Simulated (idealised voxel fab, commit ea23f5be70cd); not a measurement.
Process module in this document: voxel capacitor over wiring
Square cells of 5 nm make up the cross-section cut, whose width is 290 nm.
Heads up, the way a cross-section reads in here is a grid of square cells, handed over as bands from the top down, with every band being one or more rows of cells. Read a band's entry like this: the first values are the height of its top and the height of its bottom in nm, and what follows is the sequence of materials from left to right, each with its width in nm. Note that "empty" is empty space, and that a single material marked "everywhere" reaches across the band from edge to edge. Convention: height 0 is the level below which the wafer, as received, is all one material. The lowest band does not terminate at the bottom but continues downward, represented as "z 0 and below". A two-number width, for instance "30->40", indicates that the width is equal to the first number in the top row of the band and to the second number in the bottom row, and that it changes by a constant amount per row of cells. "no change occurred" means the step left every cell of the cross-section as it was. "Enclosed cavity list": sealed empty spaces, 8 cells or more, no open way to top, listed width x height at distance, with distance from the left edge and width, height and distance in nm. If you see something after the settings on a step's line, that's the simulator's own remark about that step. overlay nm: where the mask lay relative to plan, measured to the right, on steps with a mask; negatives go left.

Below is the list of planned process steps
step 1: op RECEIVE | material Si
step 2: op CONFORMAL_DEP | material SiO2 | thk nm 15
step 3: op CONFORMAL_DEP | material SiN | thk nm 5
step 4: op DIRECTIONAL_DEP | material lowk | thk nm 25
step 5: op DIRECTIONAL_DEP | material aC | thk nm 10
step 6: op PATTERN | tone open | mask id METAL_1 | material resist | width nm 30 | pitch nm 85 | thk nm 30 | overlay nm 0
step 7: op DIRECTIONAL_ETCH | etch materials aC | depth nm 10
step 8: op STRIP | etch materials resist
step 9: op DIRECTIONAL_ETCH | etch materials lowk | depth nm 25
step 10: op DIRECTIONAL_ETCH | etch materials SiN | depth nm 5
step 11: op STRIP | etch materials aC
step 12: op CONFORMAL_DEP | material TiN | thk nm 5
step 13: op FILL_DEP | material W | thk nm 5
step 14: op CMP | height nm 45
step 15: op CONFORMAL_DEP | material SiCN | thk nm 5
step 16: op DIRECTIONAL_DEP | material SiO2 | thk nm 15
step 17: op MASKED_ETCH | tone open | mask id PLUG_1 | width nm 15 | etch materials SiO2 | depth nm 15 | overlay nm 0
step 18: op MASKED_ETCH | tone open | mask id PLUG_1 | width nm 15 | etch materials SiCN | depth nm 5 | overlay nm 0
step 19: op EPI | material Ru | thk nm 10
step 20: op EPI | material Ru | thk nm 10
step 21: op DIRECTIONAL_DEP | material TiN | thk nm 5
step 22: op DIRECTIONAL_DEP | material HfO2 | thk nm 5
step 23: op DIRECTIONAL_DEP | material TiN | thk nm 10
step 24: op MASKED_ETCH | tone cover | mask id UPPER_PLATE | width nm 60 | etch materials TiN | depth nm 10 | overlay nm 0
step 25: op MASKED_ETCH | tone cover | mask id UPPER_PLATE | width nm 60 | etch materials HfO2 | depth nm 5 | overlay nm 0
step 26: op DIRECTIONAL_DEP | material aC | thk nm 10
step 27: op PATTERN | tone cover | mask id LOWER_PLATE | material resist | width nm 70 | thk nm 25 | overlay nm 0
step 28: op DIRECTIONAL_ETCH | etch materials aC | depth nm 10
step 29: op STRIP | etch materials resist
step 30: op DIRECTIONAL_ETCH | etch materials TiN | depth nm 5
step 31: op STRIP | etch materials aC
step 32: op FILL_DEP | material SiO2 | thk nm 20
step 33: op CMP | height nm 100
step 34: op DIRECTIONAL_DEP | material aC | thk nm 15
step 35: op PATTERN | tone open | mask id PLUG_2 | material resist | width nm 15 | thk nm 30 | overlay nm 0
step 36: op DIRECTIONAL_ETCH | etch materials aC | depth nm 15
step 37: op STRIP | etch materials resist
step 38: op DIRECTIONAL_ETCH | etch materials SiO2 | depth nm 15
step 39: op STRIP | etch materials aC
step 40: op CONFORMAL_DEP | material TiN | thk nm 5
step 41: op FILL_DEP | material Cu | thk nm 5
step 42: op CMP | height nm 100
step 43: op CONFORMAL_DEP | material SiN | thk nm 5

Cross-section of the incoming wafer, state after step 1
- z 0 and below | Si everywhere
- Enclosed cavity list: none

End-of-module cross-section. Starting structure and process plan as above; one mistake made in running it
- z 105 to 100 | SiN everywhere
- z 100 to 90 | SiO2 110, TiN 5, Cu 5, TiN 5, SiO2 165
- z 90 to 85 | SiO2 110, TiN 15, SiO2 165
- z 85 to 75 | SiO2 100, TiN 15, SiO2 175
- z 75 to 70 | SiO2 100, HfO2 15, SiO2 175
- z 70 to 60 | SiO2 100->115, TiN 60->45, SiO2 130
- z 60 to 55 | SiO2 115, HfO2 45, SiO2 130
- z 55 to 50 | SiO2 95, TiN 5, SiO2 15, TiN 50, SiO2 125
- z 50 to 45 | SiCN everywhere
- z 45 to 20 | lowk 85, TiN 5, W 20, TiN 5, lowk 55, TiN 5, W 20, TiN 5, lowk 90
- z 20 to 15 | SiN 85, TiN 30, SiN 55, TiN 30, SiN 90
- z 15 to 0 | SiO2 everywhere
- z 0 and below | Si everywhere
- Enclosed cavity list: none
Here's what went sideways: step 17 changed vs plan, executed as op MASKED_ETCH | tone cover | mask id PLUG_1 | width nm 15 | etch materials SiO2 | depth nm 15 | overlay nm 0
